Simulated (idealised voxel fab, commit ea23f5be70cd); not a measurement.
process module | voxel fin reveal
cross-section cut | 285 nm wide | cells 5 nm
A cross-section is a grid of square cells, given in bands from the top down. A band is one or more rows of cells.
Each band's line starts with the height of the band's top and of its bottom, in nm. Then come its materials from left to right, each with its width in nm. One material with "throughout" fills the band from edge to edge. "air" is empty space.
Height 0 is the level under which the wafer as received is all one material. The lowest band goes on downwards, as in "0 down".
A width such as "30 to 40" changes by the same amount from each row of cells to the next, from the band's top row to its bottom row.
"no change" after a step means that no cell of the cross-section changed.
closed voids: empty space of 8 cells or more with no open way to the top, each as width x height at its distance from the left edge, in nm
after a step's settings: what the simulator itself notes on the step
overlay nm, on a step with a mask: how far to the right of its planned place the mask lay; to the left if negative
plan
1 op RECEIVE | material Si
2 op CONFORMAL_DEP | material SiN | thk nm 10
3 op DIRECTIONAL_DEP | material aC | thk nm 15
4 op PATTERN | tone cover | mask id FINS | material resist | width nm 15 | pitch nm 45 | thk nm 35 | overlay nm 0
5 op DIRECTIONAL_ETCH | etch materials aC | depth nm 15
6 op STRIP | etch materials resist
7 op DIRECTIONAL_ETCH | etch materials SiN | depth nm 10
8 op DIRECTIONAL_ETCH | etch materials Si | depth nm 35
9 op STRIP | etch materials aC
10 op FILL_DEP | material SiO2 | thk nm 10
11 op CMP | height nm 10
12 op SELECTIVE_ETCH | etch materials SiO2 | depth nm 35
13 op STRIP | etch materials SiN
14 op CONFORMAL_DEP | material HfO2 | thk nm 5
as received, after step 1
  0 down: Si throughout
  closed voids: none
first wafer at the end, as planned
  5 to 0: air 85 | HfO2 25 | air 20 | HfO2 25 | air 20 | HfO2 25 | air 85
  0 to -20: air 85 | HfO2 5 | Si 15 | HfO2 5 | air 20 | HfO2 5 | Si 15 | HfO2 5 | air 20 | HfO2 5 | Si 15 | HfO2 5 | air 85
  -20 to -25: HfO2 90 | Si 15 | HfO2 30 | Si 15 | HfO2 30 | Si 15 | HfO2 90
  -25 to -35: SiO2 90 | Si 15 | SiO2 30 | Si 15 | SiO2 30 | Si 15 | SiO2 90
  -35 down: Si throughout
  closed voids: none
second wafer at the end: like start, like plan, one mistake
  5 to 0: HfO2 95 | air 5 | HfO2 40 | air 5 | HfO2 40 | air 5 | HfO2 95
  0 to -20: Si 90 | HfO2 5 | air 5 | HfO2 5 | Si 30 | HfO2 5 | air 5 | HfO2 5 | Si 30 | HfO2 5 | air 5 | HfO2 5 | Si 90
  -20 to -25: Si 90 | HfO2 15 | Si 30 | HfO2 15 | Si 30 | HfO2 15 | Si 90
  -25 to -35: Si 90 | SiO2 15 | Si 30 | SiO2 15 | Si 30 | SiO2 15 | Si 90
  -35 down: Si throughout
  closed voids: none
what went wrong: step 4 ran as: op PATTERN | tone open | mask id FINS | material resist | width nm 15 | pitch nm 45 | thk nm 35 | overlay nm 0
at the end the second wafer has, in cells: 273 more of Si | 78 fewer of SiO2
